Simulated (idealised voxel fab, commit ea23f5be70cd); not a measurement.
Process module name: voxel double patterning
This is section cut - it's 260 nm across, gridded in 5 nm square cells.
Cross-sections here: square-cell grids, written as top-down lists of bands, a band being one or more rows of cells.
The band entry comprises the height of the band's top followed by the height of its bottom, expressed in nm, and subsequently the band's materials from left to right, each stated together with its width in nm. Where a single material is marked with the word "full width", that material fills the band from edge to edge. The word "air" represents empty space.
Where do heights start? At 0: under that level the wafer as delivered is made of one material only. And the lowest band has no floor; it just carries on downward, as in "0 and below".
Top row gets the first number, bottom row gets the second, and each row in between changes by the same step: that is how a band width like "30->40" works.
Where the words "nothing altered" appear for a step, the cross-section shows no cell changed by that step; every cell remained as before.
The entry "Sealed void listing" lists the empty spaces that cover at least 8 cells and have no open path to the top. Each is written as width x height at distance, where the distance is measured from the left edge and all three values are in nm.
Text after the settings on a step's line: the simulator's own remark on that step.
On any step carrying a mask, the "overlay nm" setting, if present on the step's line, tells how far right of its planned place the mask lay; negative values point to the left.
STEPS PLANNED FOR THE PROCESS
1. RECEIVE,material Si
2. CONFORMAL_DEP,material SiO2,thk nm 5
3. DIRECTIONAL_DEP,material TiN,thk nm 20
4. DIRECTIONAL_DEP,material SiCN,thk nm 10
5. DIRECTIONAL_DEP,material aC,thk nm 15
6. PATTERN,tone open,mask id FIRST,material resist,width nm 15,pitch nm 50,thk nm 30,overlay nm 0
7. DIRECTIONAL_ETCH,etch materials aC,depth nm 15
8. STRIP,etch materials resist
9. DIRECTIONAL_ETCH,etch materials SiCN,depth nm 10
10. STRIP,etch materials aC
11. MASKED_ETCH,tone open,mask id SECOND,width nm 15,etch materials SiCN,depth nm 10,overlay nm 0
12. DIRECTIONAL_ETCH,etch materials TiN,depth nm 20
13. STRIP,etch materials SiCN
SO THIS IS THE INCOMING WAFER IN CROSS-SECTION - IT'S ALREADY BEEN THROUGH STEP 1
	0 and below = Si full width
	Sealed void listing: none
END-OF-MODULE XS, FIRST OF TWO WAFERS, RUN AS PLANNED
	25 down to 5 = TiN=95  air=15  TiN=10  air=15  TiN=10  air=15  TiN=100
	5 down to 0 = SiO2 full width
	0 and below = Si full width
	Sealed void listing: none
SAME START, SAME PLAN AS THE FIRST WAFER - BUT ONE MISTAKE IN THE RUN. CROSS-SECTION OF THE SECOND OF THE TWO AT THE END OF THE MODULE
	25 down to 5 = TiN=95  air=15  TiN=10  air=15  TiN=10  air=15  TiN=100
	5 down to 0 = aC full width
	0 and below = Si full width
	Sealed void listing: none
What was done differently from what was planned? step 2 went in with a setting other than planned; the actual run was CONFORMAL_DEP,material aC,thk nm 5
Final difference in cells, second wafer against first, listed per material as more or fewer: SiO2 -52 | aC +52
